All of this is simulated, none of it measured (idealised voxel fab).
Process module in this document: voxel self aligned vias
160 nm wide, 5 nm square cells: that's cross-section cut.
How to read a cross-section here: the picture is a grid of square cells, written as bands going from the top down, and any band can span one or more rows of cells.
Heights first: top, then bottom, in nm. Then materials, left to right, each with a width in nm. "everywhere" on a single material: fills the band edge to edge. "blank": empty space.
Heights from 0 (as-received wafer is one material below). Bottom band endless downward, as "0 down".
A two-number width, for instance "30..40", indicates that the width is equal to the first number in the top row of the band and to the second number in the bottom row, and that it changes by a constant amount per row of cells.
Reading "identical to before" for a step: not a cell of the cross-section changed in it.
"Enclosed cavity list": empty spaces of 8 cells or more with no open way to the top, each given as width x height at distance, distance from the left edge, all in nm.
On each step's line, the part that comes after the settings is the simulator's own comment on the step.
A step's line can hold "overlay nm"; with a mask on that step, the setting says how far right of the planned place the mask lay, while a negative setting says it lay to the left.
Quick note on how to read the rest: it's all pairs. You get the cross-section before a process step and the one after, but the after one only goes down as far as the lowest band that changed. The step in between, with its settings, sits under the pair. Heads up, the pairs can come from different runs of this module on the same starting wafer, so don't assume a pair picks up from the one above unless its "Incoming structure" entry says it does.
-- Incoming structure
  0 down = Si everywhere
  Enclosed cavity list: none
-- Cross-Section Thereafter
  15 to 0 = SiO2 everywhere
  For the remainder of the cross-section, below 0, there is no change.
  Enclosed cavity list: none
Going from one cross-section above to the next, the wafer undergoes CONFORMAL_DEP [material SiO2] [thk nm 15]
Incoming structure: refer to the pair immediately above; the cross-section shown after its step is the state before this one.
-- Cross-Section Thereafter
  20 to 15 = SiCN everywhere
  For the remainder of the cross-section, below 15, there is no change.
  Enclosed cavity list: none
Going from one cross-section above to the next, the wafer undergoes CONFORMAL_DEP [material SiCN] [thk nm 5]
Incoming structure: refer to the pair immediately above; the cross-section shown after its step is the state before this one.
-- Cross-Section Thereafter
  40 to 20 = lowk everywhere
  For the remainder of the cross-section, below 20, there is no change.
  Enclosed cavity list: none
Going from one cross-section above to the next, the wafer undergoes DIRECTIONAL_DEP [material lowk] [thk nm 20]
Incoming structure: refer to the pair immediately above; the cross-section shown after its step is the state before this one.
-- Cross-Section Thereafter
  40 to 20 = lowk (45), blank (20), lowk (25), blank (20), lowk (50)
  For the remainder of the cross-section, below 20, there is no change.
  Enclosed cavity list: none
Going from one cross-section above to the next, the wafer undergoes MASKED_ETCH [tone open] [mask id LINES] [width nm 20] [pitch nm 45] [etch materials lowk] [depth nm 20] [overlay nm 0]
Incoming structure: refer to the pair immediately above; the cross-section shown after its step is the state before this one.
-- Cross-Section Thereafter
  45 to 40 = TiN (50), blank (10), TiN (35), blank (10), TiN (55)
  40 to 25 = lowk (45), TiN (5), blank (10), TiN (5), lowk (25), TiN (5), blank (10), TiN (5), lowk (50)
  25 to 20 = lowk (45), TiN (20), lowk (25), TiN (20), lowk (50)
  For the remainder of the cross-section, below 20, there is no change.
  Enclosed cavity list: none
Going from one cross-section above to the next, the wafer undergoes CONFORMAL_DEP [material TiN] [thk nm 5]
Incoming structure: refer to the pair immediately above; the cross-section shown after its step is the state before this one.
-- Cross-Section Thereafter
  50 to 45 = W everywhere
  45 to 40 = TiN (50), W (10), TiN (35), W (10), TiN (55)
  40 to 25 = lowk (45), TiN (5), W (10), TiN (5), lowk (25), TiN (5), W (10), TiN (5), lowk (50)
  For the remainder of the cross-section, below 25, there is no change.
  Enclosed cavity list: none
Going from one cross-section above to the next, the wafer undergoes FILL_DEP [material W] [thk nm 5]
Incoming structure: refer to the pair immediately above; the cross-section shown after its step is the state before this one.
-- Cross-Section Thereafter
  40 to 25 = lowk (45), TiN (5), W (10), TiN (5), lowk (25), TiN (5), W (10), TiN (5), lowk (50)
  For the remainder of the cross-section, below 25, there is no change.
  Enclosed cavity list: none
Going from one cross-section above to the next, the wafer undergoes CMP [height nm 40]
Incoming structure: refer to the pair immediately above; the cross-section shown after its step is the state before this one.
-- Cross-Section Thereafter
  40 to 30 = lowk (45), blank (20), lowk (25), blank (20), lowk (50)
  For the remainder of the cross-section, below 30, there is no change.
  Enclosed cavity list: none
Going from one cross-section above to the next, the wafer undergoes SELECTIVE_ETCH [etch materials W Ru TiN] [depth nm 10]
Incoming structure: refer to the pair immediately above; the cross-section shown after its step is the state before this one.
-- Cross-Section Thereafter
  45 to 40 = SiN everywhere
  40 to 30 = lowk (45), SiN (20), lowk (25), SiN (20), lowk (50)
  For the remainder of the cross-section, below 30, there is no change.
  Enclosed cavity list: none
Going from one cross-section above to the next, the wafer undergoes FILL_DEP [material SiN] [thk nm 5]
Incoming structure: refer to the pair immediately above; the cross-section shown after its step is the state before this one.
-- Cross-Section Thereafter
  40 to 30 = lowk (45), SiN (20), lowk (25), SiN (20), lowk (50)
  For the remainder of the cross-section, below 30, there is no change.
  Enclosed cavity list: none
Going from one cross-section above to the next, the wafer undergoes CMP [height nm 40]
Incoming structure: refer to the pair immediately above; the cross-section shown after its step is the state before this one.
-- Cross-Section Thereafter
  55 to 40 = lowk everywhere
  For the remainder of the cross-section, below 40, there is no change.
  Enclosed cavity list: none
Going from one cross-section above to the next, the wafer undergoes DIRECTIONAL_DEP [material lowk] [thk nm 15]
Incoming structure: refer to the pair immediately above; the cross-section shown after its step is the state before this one.
-- Cross-Section Thereafter
  75 to 55 = resist (40), blank (30), resist (15), blank (30), resist (45)
  For the remainder of the cross-section, below 55, there is no change.
  Enclosed cavity list: none
Going from one cross-section above to the next, the wafer undergoes PATTERN [tone open] [mask id VIAS] [material resist] [width nm 30] [pitch nm 45] [thk nm 20] [overlay nm 0]
Incoming structure: refer to the pair immediately above; the cross-section shown after its step is the state before this one.
-- Cross-Section Thereafter
  75 to 55 = resist (40), blank (30), resist (15), blank (30), resist (45)
  55 to 40 = lowk (40), blank (30), lowk (15), blank (30), lowk (45)
  For the remainder of the cross-section, below 40, there is no change.
  Enclosed cavity list: none
Going from one cross-section above to the next, the wafer undergoes DIRECTIONAL_ETCH [etch materials lowk] [depth nm 15]
Incoming structure: refer to the pair immediately above; the cross-section shown after its step is the state before this one.
-- Cross-Section Thereafter
  75 to 55 = resist (40), blank (30), resist (15), blank (30), resist (45)
  55 to 40 = lowk (40), blank (30), lowk (15), blank (30), lowk (45)
  40 to 30 = lowk (45), blank (20), lowk (25), blank (20), lowk (50)
  For the remainder of the cross-section, below 30, there is no change.
  Enclosed cavity list: none
Going from one cross-section above to the next, the wafer undergoes DIRECTIONAL_ETCH [etch materials SiN] [depth nm 10]
Incoming structure: refer to the pair immediately above; the cross-section shown after its step is the state before this one.
-- Cross-Section Thereafter
  55 to 40 = lowk (40), blank (30), lowk (15), blank (30), lowk (45)
  For the remainder of the cross-section, below 40, there is no change.
  Enclosed cavity list: none
Going from one cross-section above to the next, the wafer undergoes STRIP [etch materials resist]
Incoming structure: refer to the pair immediately above; the cross-section shown after its step is the state before this one.
-- Cross-Section Thereafter
  60 to 55 = TiN (45), blank (20), TiN (25), blank (20), TiN (50)
  55 to 45 = lowk (40), TiN (5), blank (20), TiN (5), lowk (15), TiN (5), blank (20), TiN (5), lowk (45)
  45 to 35 = lowk (40..45), TiN (10..5), blank (10), TiN (10..5), lowk (15..25), TiN (10..5), blank (10), TiN (10..5), lowk (45..50)
  35 to 30 = lowk (45), TiN (20), lowk (25), TiN (20), lowk (50)
  For the remainder of the cross-section, below 30, there is no change.
  Enclosed cavity list: none
Going from one cross-section above to the next, the wafer undergoes CONFORMAL_DEP [material TiN] [thk nm 5]
Incoming structure: refer to the pair immediately above; the cross-section shown after its step is the state before this one.
-- Cross-Section Thereafter
  65 to 60 = Ru everywhere
  60 to 55 = TiN (45), Ru (20), TiN (25), Ru (20), TiN (50)
  55 to 45 = lowk (40), TiN (5), Ru (20), TiN (5), lowk (15), TiN (5), Ru (20), TiN (5), lowk (45)
  45 to 35 = lowk (40..45), TiN (10..5), Ru (10), TiN (10..5), lowk (15..25), TiN (10..5), Ru (10), TiN (10..5), lowk (45..50)
  For the remainder of the cross-section, below 35, there is no change.
  Enclosed cavity list: none
Going from one cross-section above to the next, the wafer undergoes FILL_DEP [material Ru] [thk nm 5]
Incoming structure: refer to the pair immediately above; the cross-section shown after its step is the state before this one.
-- Cross-Section Thereafter
  55 to 45 = lowk (40), TiN (5), Ru (20), TiN (5), lowk (15), TiN (5), Ru (20), TiN (5), lowk (45)
  For the remainder of the cross-section, below 45, there is no change.
  Enclosed cavity list: none
Going from one cross-section above to the next, the wafer undergoes CMP [height nm 55]
Incoming structure: refer to the pair immediately above; the cross-section shown after its step is the state before this one.
-- Cross-Section Thereafter
  60 to 55 = SiN everywhere
  For the remainder of the cross-section, below 55, there is no change.
  Enclosed cavity list: none
Going from one cross-section above to the next, the wafer undergoes CONFORMAL_DEP [material SiN] [thk nm 5]
-- Incoming structure
  15 to 0 = SiO2 everywhere
  0 down = Si everywhere
  Enclosed cavity list: none
-- Cross-Section Thereafter
  35 to 15 = lowk everywhere
  For the remainder of the cross-section, below 15, there is no change.
  Enclosed cavity list: none
Going from one cross-section above to the next, the wafer undergoes DIRECTIONAL_DEP [material lowk] [thk nm 20]
Incoming structure: refer to the pair immediately above; the cross-section shown after its step is the state before this one.
-- Cross-Section Thereafter
  35 to 15 = lowk (45), blank (20), lowk (25), blank (20), lowk (50)
  For the remainder of the cross-section, below 15, there is no change.
  Enclosed cavity list: none
Going from one cross-section above to the next, the wafer undergoes MASKED_ETCH [tone open] [mask id LINES] [width nm 20] [pitch nm 45] [etch materials lowk] [depth nm 20] [overlay nm 0]
Incoming structure: refer to the pair immediately above; the cross-section shown after its step is the state before this one.
-- Cross-Section Thereafter
  40 to 35 = TiN (50), blank (10), TiN (35), blank (10), TiN (55)
  35 to 20 = lowk (45), TiN (5), blank (10), TiN (5), lowk (25), TiN (5), blank (10), TiN (5), lowk (50)
  20 to 15 = lowk (45), TiN (20), lowk (25), TiN (20), lowk (50)
  For the remainder of the cross-section, below 15, there is no change.
  Enclosed cavity list: none
Going from one cross-section above to the next, the wafer undergoes CONFORMAL_DEP [material TiN] [thk nm 5]
Incoming structure: refer to the pair immediately above; the cross-section shown after its step is the state before this one.
-- Cross-Section Thereafter
  45 to 40 = W everywhere
  40 to 35 = TiN (50), W (10), TiN (35), W (10), TiN (55)
  35 to 20 = lowk (45), TiN (5), W (10), TiN (5), lowk (25), TiN (5), W (10), TiN (5), lowk (50)
  For the remainder of the cross-section, below 20, there is no change.
  Enclosed cavity list: none
Going from one cross-section above to the next, the wafer undergoes FILL_DEP [material W] [thk nm 5]
Incoming structure: refer to the pair immediately above; the cross-section shown after its step is the state before this one.
-- Cross-Section Thereafter
  40 to 35 = TiN (50), W (10), TiN (35), W (10), TiN (55)
  For the remainder of the cross-section, below 35, there is no change.
  Enclosed cavity list: none
Going from one cross-section above to the next, the wafer undergoes CMP [height nm 40]
Incoming structure: refer to the pair immediately above; the cross-section shown after its step is the state before this one.
-- Cross-Section Thereafter
  35 to 30 = lowk (45), blank (20), lowk (25), blank (20), lowk (50)
  For the remainder of the cross-section, below 30, there is no change.
  Enclosed cavity list: none
Going from one cross-section above to the next, the wafer undergoes SELECTIVE_ETCH [etch materials W Ru TiN] [depth nm 10]
Incoming structure: refer to the pair immediately above; the cross-section shown after its step is the state before this one.
-- Cross-Section Thereafter
  40 to 35 = SiN everywhere
  35 to 30 = lowk (45), SiN (20), lowk (25), SiN (20), lowk (50)
  For the remainder of the cross-section, below 30, there is no change.
  Enclosed cavity list: none
Going from one cross-section above to the next, the wafer undergoes FILL_DEP [material SiN] [thk nm 5]
Incoming structure: refer to the pair immediately above; the cross-section shown after its step is the state before this one.
-- Cross-Section Thereafter
  55 to 40 = lowk everywhere
  For the remainder of the cross-section, below 40, there is no change.
  Enclosed cavity list: none
Going from one cross-section above to the next, the wafer undergoes DIRECTIONAL_DEP [material lowk] [thk nm 15]
Incoming structure: refer to the pair immediately above; the cross-section shown after its step is the state before this one.
-- Cross-Section Thereafter
  75 to 55 = resist (40), blank (30), resist (15), blank (30), resist (45)
  For the remainder of the cross-section, below 55, there is no change.
  Enclosed cavity list: none
Going from one cross-section above to the next, the wafer undergoes PATTERN [tone open] [mask id VIAS] [material resist] [width nm 30] [pitch nm 45] [thk nm 20] [overlay nm 0]
Incoming structure: refer to the pair immediately above; the cross-section shown after its step is the state before this one.
-- Cross-Section Thereafter
  75 to 55 = resist (40), blank (30), resist (15), blank (30), resist (45)
  55 to 40 = lowk (40), blank (30), lowk (15), blank (30), lowk (45)
  For the remainder of the cross-section, below 40, there is no change.
  Enclosed cavity list: none
Going from one cross-section above to the next, the wafer undergoes DIRECTIONAL_ETCH [etch materials lowk] [depth nm 15]
Incoming structure: refer to the pair immediately above; the cross-section shown after its step is the state before this one.
-- Cross-Section Thereafter
  75 to 55 = resist (40), blank (30), resist (15), blank (30), resist (45)
  55 to 40 = lowk (40), blank (30), lowk (15), blank (30), lowk (45)
  40 to 35 = SiN (40), blank (30), SiN (15), blank (30), SiN (45)
  35 to 30 = lowk (45), blank (20), lowk (25), blank (20), lowk (50)
  For the remainder of the cross-section, below 30, there is no change.
  Enclosed cavity list: none
Going from one cross-section above to the next, the wafer undergoes DIRECTIONAL_ETCH [etch materials SiN] [depth nm 10]
Incoming structure: refer to the pair immediately above; the cross-section shown after its step is the state before this one.
-- Cross-Section Thereafter
  55 to 40 = lowk (40), blank (30), lowk (15), blank (30), lowk (45)
  For the remainder of the cross-section, below 40, there is no change.
  Enclosed cavity list: none
Going from one cross-section above to the next, the wafer undergoes STRIP [etch materials resist]
Incoming structure: refer to the pair immediately above; the cross-section shown after its step is the state before this one.
-- Cross-Section Thereafter
  60 to 55 = TiN (45), blank (20), TiN (25), blank (20), TiN (50)
  55 to 40 = lowk (40), TiN (5), blank (20), TiN (5), lowk (15), TiN (5), blank (20), TiN (5), lowk (45)
  40 to 35 = SiN (40), TiN (10), blank (10), TiN (10), SiN (15), TiN (10), blank (10), TiN (10), SiN (45)
  35 to 30 = lowk (45), TiN (20), lowk (25), TiN (20), lowk (50)
  For the remainder of the cross-section, below 30, there is no change.
  Enclosed cavity list: none
Going from one cross-section above to the next, the wafer undergoes CONFORMAL_DEP [material TiN] [thk nm 5]
Incoming structure: refer to the pair immediately above; the cross-section shown after its step is the state before this one.
-- Cross-Section Thereafter
  65 to 60 = Ru everywhere
  60 to 55 = TiN (45), Ru (20), TiN (25), Ru (20), TiN (50)
  55 to 40 = lowk (40), TiN (5), Ru (20), TiN (5), lowk (15), TiN (5), Ru (20), TiN (5), lowk (45)
  40 to 35 = SiN (40), TiN (10), Ru (10), TiN (10), SiN (15), TiN (10), Ru (10), TiN (10), SiN (45)
  For the remainder of the cross-section, below 35, there is no change.
  Enclosed cavity list: none
Going from one cross-section above to the next, the wafer undergoes FILL_DEP [material Ru] [thk nm 5]
Incoming structure: refer to the pair immediately above; the cross-section shown after its step is the state before this one.
-- Cross-Section Thereafter
  55 to 40 = lowk (40), TiN (5), Ru (20), TiN (5), lowk (15), TiN (5), Ru (20), TiN (5), lowk (45)
  For the remainder of the cross-section, below 40, there is no change.
  Enclosed cavity list: none
Going from one cross-section above to the next, the wafer undergoes CMP [height nm 55]
Incoming structure: refer to the pair immediately above; the cross-section shown after its step is the state before this one.
-- Cross-Section Thereafter
  60 to 55 = SiN everywhere
  For the remainder of the cross-section, below 55, there is no change.
  Enclosed cavity list: none
Going from one cross-section above to the next, the wafer undergoes CONFORMAL_DEP [material SiN] [thk nm 5]
-- Incoming structure
  75 to 55 = resist (40), blank (30), resist (15), blank (30), resist (45)
  55 to 40 = lowk (40), blank (30), lowk (15), blank (30), lowk (45)
  40 to 30 = lowk (45), SiN (20), lowk (25), SiN (20), lowk (50)
  30 to 25 = lowk (45), TiN (5), W (10), TiN (5), lowk (25), TiN (5), W (10), TiN (5), lowk (50)
  25 to 20 = lowk (45), TiN (20), lowk (25), TiN (20), lowk (50)
  20 to 15 = SiCN everywhere
  15 to 0 = SiO2 everywhere
  0 down = Si everywhere
  Enclosed cavity list: none
-- Cross-Section Thereafter
  75 to 55 = resist (40), blank (30), resist (15), blank (30), resist (45)
  55 to 40 = lowk (40), blank (30), lowk (15), blank (30), lowk (45)
  40 to 30 = lowk (40), blank (5), SiN (20), blank (5), lowk (15), blank (5), SiN (20), blank (5), lowk (45)
  30 to 25 = lowk (40), blank (5), TiN (5), W (10), TiN (5), blank (5), lowk (15), blank (5), TiN (5), W (10), TiN (5), blank (5), lowk (45)
  For the remainder of the cross-section, below 25, there is no change.
  Enclosed cavity list: none
Going from one cross-section above to the next, the wafer undergoes DIRECTIONAL_ETCH [etch materials lowk] [depth nm 15]
Incoming structure: refer to the pair immediately above; the cross-section shown after its step is the state before this one.
-- Cross-Section Thereafter
  75 to 55 = resist (40), blank (30), resist (15), blank (30), resist (45)
  55 to 30 = lowk (40), blank (30), lowk (15), blank (30), lowk (45)
  For the remainder of the cross-section, below 30, there is no change.
  Enclosed cavity list: none
Going from one cross-section above to the next, the wafer undergoes DIRECTIONAL_ETCH [etch materials SiN] [depth nm 10]
Incoming structure: refer to the pair immediately above; the cross-section shown after its step is the state before this one.
-- Cross-Section Thereafter
  55 to 30 = lowk (40), blank (30), lowk (15), blank (30), lowk (45)
  For the remainder of the cross-section, below 30, there is no change.
  Enclosed cavity list: none
Going from one cross-section above to the next, the wafer undergoes STRIP [etch materials resist]
Incoming structure: refer to the pair immediately above; the cross-section shown after its step is the state before this one.
-- Cross-Section Thereafter
  60 to 55 = TiN (45), blank (20), TiN (25), blank (20), TiN (50)
  55 to 35 = lowk (40), TiN (5), blank (20), TiN (5), lowk (15), TiN (5), blank (20), TiN (5), lowk (45)
  35 to 30 = lowk (40), TiN (30), lowk (15), TiN (30), lowk (45)
  30 to 25 = lowk (40), TiN (10), W (10), TiN (10), lowk (15), TiN (10), W (10), TiN (10), lowk (45)
  For the remainder of the cross-section, below 25, there is no change.
  Enclosed cavity list: none
Going from one cross-section above to the next, the wafer undergoes CONFORMAL_DEP [material TiN] [thk nm 5]
Incoming structure: refer to the pair immediately above; the cross-section shown after its step is the state before this one.
-- Cross-Section Thereafter
  65 to 60 = Ru everywhere
  60 to 55 = TiN (45), Ru (20), TiN (25), Ru (20), TiN (50)
  55 to 35 = lowk (40), TiN (5), Ru (20), TiN (5), lowk (15), TiN (5), Ru (20), TiN (5), lowk (45)
  For the remainder of the cross-section, below 35, there is no change.
  Enclosed cavity list: none
Going from one cross-section above to the next, the wafer undergoes FILL_DEP [material Ru] [thk nm 5]
Incoming structure: refer to the pair immediately above; the cross-section shown after its step is the state before this one.
-- Cross-Section Thereafter
  55 to 35 = lowk (40), TiN (5), Ru (20), TiN (5), lowk (15), TiN (5), Ru (20), TiN (5), lowk (45)
  For the remainder of the cross-section, below 35, there is no change.
  Enclosed cavity list: none
Going from one cross-section above to the next, the wafer undergoes CMP [height nm 55]
Incoming structure: refer to the pair immediately above; the cross-section shown after its step is the state before this one.
-- Cross-Section Thereafter
  60 to 55 = SiN everywhere
  For the remainder of the cross-section, below 55, there is no change.
  Enclosed cavity list: none
Going from one cross-section above to the next, the wafer undergoes CONFORMAL_DEP [material SiN] [thk nm 5]
-- Incoming structure
  35 to 15 = lowk everywhere
  15 to 0 = SiO2 everywhere
  0 down = Si everywhere
  Enclosed cavity list: none
-- Cross-Section Thereafter
  40 to 35 = SiCN everywhere
  For the remainder of the cross-section, below 35, there is no change.
  Enclosed cavity list: none
Going from one cross-section above to the next, the wafer undergoes CONFORMAL_DEP [material SiCN] [thk nm 5]
Incoming structure: refer to the pair immediately above; the cross-section shown after its step is the state before this one.
-- Cross-Section Thereafter
  45 to 40 = TiN everywhere
  For the remainder of the cross-section, below 40, there is no change.
  Enclosed cavity list: none
Going from one cross-section above to the next, the wafer undergoes CONFORMAL_DEP [material TiN] [thk nm 5]
Incoming structure: refer to the pair immediately above; the cross-section shown after its step is the state before this one.
-- Cross-Section Thereafter
  50 to 45 = W everywhere
  For the remainder of the cross-section, below 45, there is no change.
  Enclosed cavity list: none
Going from one cross-section above to the next, the wafer undergoes FILL_DEP [material W] [thk nm 5]
Incoming structure: refer to the pair immediately above; the cross-section shown after its step is the state before this one.
-- Cross-Section Thereafter
  40 to 35 = SiCN everywhere
  For the remainder of the cross-section, below 35, there is no change.
  Enclosed cavity list: none
Going from one cross-section above to the next, the wafer undergoes CMP [height nm 40]
Incoming structure: refer to the pair immediately above; the cross-section shown after its step is the state before this one.
-- Cross-Section Thereafter
  45 to 40 = SiN everywhere
  For the remainder of the cross-section, below 40, there is no change.
  Enclosed cavity list: none
Going from one cross-section above to the next, the wafer undergoes FILL_DEP [material SiN] [thk nm 5]
Incoming structure: refer to the pair immediately above; the cross-section shown after its step is the state before this one.
-- Cross-Section Thereafter
  40 to 35 = SiCN everywhere
  For the remainder of the cross-section, below 35, there is no change.
  Enclosed cavity list: none
Going from one cross-section above to the next, the wafer undergoes CMP [height nm 40]
Incoming structure: refer to the pair immediately above; the cross-section shown after its step is the state before this one.
-- Cross-Section Thereafter
  55 to 40 = lowk everywhere
  For the remainder of the cross-section, below 40, there is no change.
  Enclosed cavity list: none
Going from one cross-section above to the next, the wafer undergoes DIRECTIONAL_DEP [material lowk] [thk nm 15]
Incoming structure: refer to the pair immediately above; the cross-section shown after its step is the state before this one.
-- Cross-Section Thereafter
  75 to 55 = resist (40), blank (30), resist (15), blank (30), resist (45)
  For the remainder of the cross-section, below 55, there is no change.
  Enclosed cavity list: none
Going from one cross-section above to the next, the wafer undergoes PATTERN [tone open] [mask id VIAS] [material resist] [width nm 30] [pitch nm 45] [thk nm 20] [overlay nm 0]
Incoming structure: refer to the pair immediately above; the cross-section shown after its step is the state before this one.
-- Cross-Section Thereafter
  75 to 55 = resist (40), blank (30), resist (15), blank (30), resist (45)
  55 to 40 = lowk (40), blank (30), lowk (15), blank (30), lowk (45)
  For the remainder of the cross-section, below 40, there is no change.
  Enclosed cavity list: none
Going from one cross-section above to the next, the wafer undergoes DIRECTIONAL_ETCH [etch materials lowk] [depth nm 15]
Incoming structure: refer to the pair immediately above; the cross-section shown after its step is the state before this one.
-- Cross-Section Thereafter
  55 to 40 = lowk (40), blank (30), lowk (15), blank (30), lowk (45)
  For the remainder of the cross-section, below 40, there is no change.
  Enclosed cavity list: none
Going from one cross-section above to the next, the wafer undergoes STRIP [etch materials resist]
Incoming structure: refer to the pair immediately above; the cross-section shown after its step is the state before this one.
-- Cross-Section Thereafter
  60 to 55 = TiN (45), blank (20), TiN (25), blank (20), TiN (50)
  55 to 45 = lowk (40), TiN (5), blank (20), TiN (5), lowk (15), TiN (5), blank (20), TiN (5), lowk (45)
  45 to 40 = lowk (40), TiN (30), lowk (15), TiN (30), lowk (45)
  For the remainder of the cross-section, below 40, there is no change.
  Enclosed cavity list: none
Going from one cross-section above to the next, the wafer undergoes CONFORMAL_DEP [material TiN] [thk nm 5]
Incoming structure: refer to the pair immediately above; the cross-section shown after its step is the state before this one.
-- Cross-Section Thereafter
  65 to 60 = Ru everywhere
  60 to 55 = TiN (45), Ru (20), TiN (25), Ru (20), TiN (50)
  55 to 45 = lowk (40), TiN (5), Ru (20), TiN (5), lowk (15), TiN (5), Ru (20), TiN (5), lowk (45)
  For the remainder of the cross-section, below 45, there is no change.
  Enclosed cavity list: none
Going from one cross-section above to the next, the wafer undergoes FILL_DEP [material Ru] [thk nm 5]
Incoming structure: refer to the pair immediately above; the cross-section shown after its step is the state before this one.
-- Cross-Section Thereafter
  55 to 45 = lowk (40), TiN (5), Ru (20), TiN (5), lowk (15), TiN (5), Ru (20), TiN (5), lowk (45)
  For the remainder of the cross-section, below 45, there is no change.
  Enclosed cavity list: none
Going from one cross-section above to the next, the wafer undergoes CMP [height nm 55]
Incoming structure: refer to the pair immediately above; the cross-section shown after its step is the state before this one.
-- Cross-Section Thereafter
  60 to 55 = SiN everywhere
  For the remainder of the cross-section, below 55, there is no change.
  Enclosed cavity list: none
Going from one cross-section above to the next, the wafer undergoes CONFORMAL_DEP [material SiN] [thk nm 5]
-- Incoming structure
  0 down = Si everywhere
  Enclosed cavity list: none
-- Cross-Section Thereafter
  25 to 0 = SiO2 everywhere
  For the remainder of the cross-section, below 0, there is no change.
  Enclosed cavity list: none
Going from one cross-section above to the next, the wafer undergoes CONFORMAL_DEP [material SiO2] [thk nm 25]
Incoming structure: refer to the pair immediately above; the cross-section shown after its step is the state before this one.
-- Cross-Section Thereafter
  30 to 25 = SiCN everywhere
  For the remainder of the cross-section, below 25, there is no change.
  Enclosed cavity list: none
Going from one cross-section above to the next, the wafer undergoes CONFORMAL_DEP [material SiCN] [thk nm 5]
Incoming structure: refer to the pair immediately above; the cross-section shown after its step is the state before this one.
-- Cross-Section Thereafter
  50 to 30 = lowk everywhere
  For the remainder of the cross-section, below 30, there is no change.
  Enclosed cavity list: none
Going from one cross-section above to the next, the wafer undergoes DIRECTIONAL_DEP [material lowk] [thk nm 20]
Incoming structure: refer to the pair immediately above; the cross-section shown after its step is the state before this one.
-- Cross-Section Thereafter
  50 to 30 = lowk (45), blank (20), lowk (25), blank (20), lowk (50)
  For the remainder of the cross-section, below 30, there is no change.
  Enclosed cavity list: none
Going from one cross-section above to the next, the wafer undergoes MASKED_ETCH [tone open] [mask id LINES] [width nm 20] [pitch nm 45] [etch materials lowk] [depth nm 20] [overlay nm 0]
Incoming structure: refer to the pair immediately above; the cross-section shown after its step is the state before this one.
-- Cross-Section Thereafter
  55 to 50 = TiN (50), blank (10), TiN (35), blank (10), TiN (55)
  50 to 35 = lowk (45), TiN (5), blank (10), TiN (5), lowk (25), TiN (5), blank (10), TiN (5), lowk (50)
  35 to 30 = lowk (45), TiN (20), lowk (25), TiN (20), lowk (50)
  For the remainder of the cross-section, below 30, there is no change.
  Enclosed cavity list: none
Going from one cross-section above to the next, the wafer undergoes CONFORMAL_DEP [material TiN] [thk nm 5]
Incoming structure: refer to the pair immediately above; the cross-section shown after its step is the state before this one.
-- Cross-Section Thereafter
  60 to 55 = W everywhere
  55 to 50 = TiN (50), W (10), TiN (35), W (10), TiN (55)
  50 to 35 = lowk (45), TiN (5), W (10), TiN (5), lowk (25), TiN (5), W (10), TiN (5), lowk (50)
  For the remainder of the cross-section, below 35, there is no change.
  Enclosed cavity list: none
Going from one cross-section above to the next, the wafer undergoes FILL_DEP [material W] [thk nm 5]
Incoming structure: refer to the pair immediately above; the cross-section shown after its step is the state before this one.
-- Cross-Section Thereafter
  40 to 35 = lowk (45), TiN (5), W (10), TiN (5), lowk (25), TiN (5), W (10), TiN (5), lowk (50)
  For the remainder of the cross-section, below 35, there is no change.
  Enclosed cavity list: none
Going from one cross-section above to the next, the wafer undergoes CMP [height nm 40]
Incoming structure: refer to the pair immediately above; the cross-section shown after its step is the state before this one.
-- Cross-Section Thereafter
  40 to 30 = lowk (45), blank (20), lowk (25), blank (20), lowk (50)
  For the remainder of the cross-section, below 30, there is no change.
  Enclosed cavity list: none
Going from one cross-section above to the next, the wafer undergoes SELECTIVE_ETCH [etch materials W Ru TiN] [depth nm 10]
Incoming structure: refer to the pair immediately above; the cross-section shown after its step is the state before this one.
-- Cross-Section Thereafter
  45 to 40 = SiN everywhere
  40 to 30 = lowk (45), SiN (20), lowk (25), SiN (20), lowk (50)
  For the remainder of the cross-section, below 30, there is no change.
  Enclosed cavity list: none
Going from one cross-section above to the next, the wafer undergoes FILL_DEP [material SiN] [thk nm 5]
Incoming structure: refer to the pair immediately above; the cross-section shown after its step is the state before this one.
-- Cross-Section Thereafter
  40 to 30 = lowk (45), SiN (20), lowk (25), SiN (20), lowk (50)
  For the remainder of the cross-section, below 30, there is no change.
  Enclosed cavity list: none
Going from one cross-section above to the next, the wafer undergoes CMP [height nm 40]
Incoming structure: refer to the pair immediately above; the cross-section shown after its step is the state before this one.
-- Cross-Section Thereafter
  55 to 40 = lowk everywhere
  For the remainder of the cross-section, below 40, there is no change.
  Enclosed cavity list: none
Going from one cross-section above to the next, the wafer undergoes DIRECTIONAL_DEP [material lowk] [thk nm 15]
Incoming structure: refer to the pair immediately above; the cross-section shown after its step is the state before this one.
-- Cross-Section Thereafter
  75 to 55 = resist (40), blank (30), resist (15), blank (30), resist (45)
  For the remainder of the cross-section, below 55, there is no change.
  Enclosed cavity list: none
Going from one cross-section above to the next, the wafer undergoes PATTERN [tone open] [mask id VIAS] [material resist] [width nm 30] [pitch nm 45] [thk nm 20] [overlay nm 0]
Incoming structure: refer to the pair immediately above; the cross-section shown after its step is the state before this one.
-- Cross-Section Thereafter
  75 to 55 = resist (40), blank (30), resist (15), blank (30), resist (45)
  55 to 40 = lowk (40), blank (30), lowk (15), blank (30), lowk (45)
  For the remainder of the cross-section, below 40, there is no change.
  Enclosed cavity list: none
Going from one cross-section above to the next, the wafer undergoes DIRECTIONAL_ETCH [etch materials lowk] [depth nm 15]
Incoming structure: refer to the pair immediately above; the cross-section shown after its step is the state before this one.
-- Cross-Section Thereafter
  75 to 55 = resist (40), blank (30), resist (15), blank (30), resist (45)
  55 to 40 = lowk (40), blank (30), lowk (15), blank (30), lowk (45)
  40 to 30 = lowk (45), blank (20), lowk (25), blank (20), lowk (50)
  For the remainder of the cross-section, below 30, there is no change.
  Enclosed cavity list: none
Going from one cross-section above to the next, the wafer undergoes DIRECTIONAL_ETCH [etch materials SiN] [depth nm 10]
Incoming structure: refer to the pair immediately above; the cross-section shown after its step is the state before this one.
-- Cross-Section Thereafter
  55 to 40 = lowk (40), blank (30), lowk (15), blank (30), lowk (45)
  For the remainder of the cross-section, below 40, there is no change.
  Enclosed cavity list: none
Going from one cross-section above to the next, the wafer undergoes STRIP [etch materials resist]
Incoming structure: refer to the pair immediately above; the cross-section shown after its step is the state before this one.
-- Cross-Section Thereafter
  60 to 55 = TiN (45), blank (20), TiN (25), blank (20), TiN (50)
  55 to 45 = lowk (40), TiN (5), blank (20), TiN (5), lowk (15), TiN (5), blank (20), TiN (5), lowk (45)
  45 to 35 = lowk (40..45), TiN (10..5), blank (10), TiN (10..5), lowk (15..25), TiN (10..5), blank (10), TiN (10..5), lowk (45..50)
  35 to 30 = lowk (45), TiN (20), lowk (25), TiN (20), lowk (50)
  For the remainder of the cross-section, below 30, there is no change.
  Enclosed cavity list: none
Going from one cross-section above to the next, the wafer undergoes CONFORMAL_DEP [material TiN] [thk nm 5]
